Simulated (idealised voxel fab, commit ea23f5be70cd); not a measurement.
This is a process module. Its name is voxel local oxidation.
The width of the displayed cross-section, cut, is 205 nm; its cells are square, with a size of 5 nm.
Reading order for cross-sections: top band down to bottom band. Underlying form: a grid of square cells. Band size: one or more rows of cells. Each band's line starts with the height of the band's top and of its bottom, in nm. Then come its materials from left to right, each with its width in nm. One material with "throughout" fills the band from edge to edge. "blank" is empty space. Note: height 0 marks the level under which the wafer is uniformly one material as received. Lowest band unbounded below, written "0 down". You'd read "30..40" like this: the band's top row of cells is as wide as the first number, its bottom row is as wide as the second, and going down, every row changes width by the same amount as the row before did. The cross-section has no changed cell in any step marked "left unchanged". Any empty space of 8 cells or more lacking an open way to the top shows up in "Enclosed empty spaces" as width x height at distance, distance from the left edge, in nm. Formally, on a step line, whatever follows the settings is a remark that the simulator itself makes on the step. "overlay nm" on a masked step: distance the mask lay right of its planned place, negative for left.
Steps planned for the process:
step 1: RECEIVE (material Si)
step 2: OXIDIZE (depth nm 5)
step 3: CONFORMAL_DEP (material SiN; thk nm 15)
step 4: DIRECTIONAL_DEP (material aC; thk nm 15)
step 5: PATTERN (tone cover; mask id ACTIVE; material resist; width nm 120; thk nm 35; overlay nm 0)
step 6: DIRECTIONAL_ETCH (etch materials aC; depth nm 15)
step 7: STRIP (etch materials resist)
step 8: DIRECTIONAL_ETCH (etch materials SiN; depth nm 15)
step 9: STRIP (etch materials aC)
step 10: SELECTIVE_ETCH (etch materials SiO2; depth nm 5)
step 11: OXIDIZE (depth nm 15)
step 12: STRIP (etch materials SiN)
The wafers in this document start out alike and differ in the width nm applied at step 5; the plan shows the value used for the first wafer.
Cross-section of the first of several wafers on receipt, reflecting completion of step 1:
0 down  Si throughout
Enclosed empty spaces: none
So in this table every wafer gets its own row, and what you see is where it stands at the end of the module: for each material, how many cells it picked up (+) or gave up (-) since we received it, and after that its closed voids:
width nm 120; -116 Si; +97 SiO2; Enclosed empty spaces: none
width nm 125; -113 Si; +95 SiO2; Enclosed empty spaces: none
width nm 130; -110 Si; +93 SiO2; Enclosed empty spaces: none
width nm 135; -107 Si; +91 SiO2; Enclosed empty spaces: none
width nm 140; -104 Si; +89 SiO2; Enclosed empty spaces: none
width nm 145; -101 Si; +87 SiO2; Enclosed empty spaces: none
